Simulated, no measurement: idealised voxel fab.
Presented below is a process module, voxel released beams.
The cross-section on display is named cut; it measures 140 nm wide, and its cells are 5 nm squares.
Bands, listed from the top down, are how a cross-section gets written in this document; the cross-section itself is a grid of square cells, and a band is one or more rows of them.
Band: top and bottom heights (nm) first, top before bottom; then materials from left to right, widths in nm. "everywhere" marks a sole material filling the band edge to edge. "empty" denotes empty space.
Where do heights start? At 0: under that level the wafer as delivered is made of one material only. And the lowest band has no floor; it just carries on downward, as in "0..down".
The two numbers in a width such as "30..40" mark its ends across the band: the first belongs to the top row of cells, the second to the bottom row, and from each row to the next the width moves by the same amount.
The designation "nothing altered", where it is given for a processing step, indicates that no cell of the cross-section was altered in the course of that step.
"Enclosed internal cavities" contains a list of empty spaces, each no smaller than 8 cells and without an open way to the top, written in the form width x height at distance with the distance from the left edge and all three in nm.
Heads up: the bit after the settings on a step's line is the simulator's remark on that step.
A step line may carry the setting "overlay nm", which, for steps involving a mask, states the distance by which the mask lay to the right of its intended position; negative values denote displacement to the left.
Process steps - plan:
1. RECEIVE [material Si]
2. CONFORMAL_DEP [material SiN] [thk nm 10]
3. DIRECTIONAL_DEP [material SiO2] [thk nm 10]
4. MASKED_ETCH [tone open] [mask id ANCHOR] [width nm 35] [etch materials SiO2] [depth nm 10] [overlay nm 0]
5. CONFORMAL_DEP [material polySi] [thk nm 15]
6. DIRECTIONAL_DEP [material aC] [thk nm 15]
7. PATTERN [tone cover] [mask id BEAM] [material resist] [width nm 80] [thk nm 35] [overlay nm 0]
8. DIRECTIONAL_ETCH [etch materials aC] [depth nm 15]
9. STRIP [etch materials resist]
10. DIRECTIONAL_ETCH [etch materials polySi] [depth nm 15]
11. STRIP [etch materials aC]
12. STRIP [etch materials SiO2]
Cross-section, incoming material, after step 1:
  0..down: Si everywhere
  Enclosed internal cavities: none
The first of two wafers, cross-sectioned at the end of the module, with the run proceeding as planned:
  35..25: empty: 25, then polySi: 20, then empty: 5, then polySi: 55, then empty: 35
  25..20: empty: 25, then polySi: 80, then empty: 35
  20..10: empty: 30, then polySi: 35, then empty: 75
  10..0: SiN everywhere
  0..down: Si everywhere
  Enclosed internal cavities: none
Cross-sectional view: second of two wafers, end of module; start and plan identical to the first, one mistake in running:
  35..25: empty: 25, then polySi: 30, then empty: 5, then polySi: 45, then empty: 35
  25..20: empty: 25, then polySi: 80, then empty: 35
  20..10: empty: 40, then polySi: 35, then empty: 65
  10..0: SiN everywhere
  0..down: Si everywhere
  Enclosed internal cavities: none
Misprocessing identified: step 4, actual vs plan mismatch, actual run MASKED_ETCH [tone open] [mask id ANCHOR] [width nm 35] [etch materials SiO2] [depth nm 10] [overlay nm 10]
Comparing end states, the material composition by cell count is preserved from the first wafer to the second, while the locations of the cells are not.
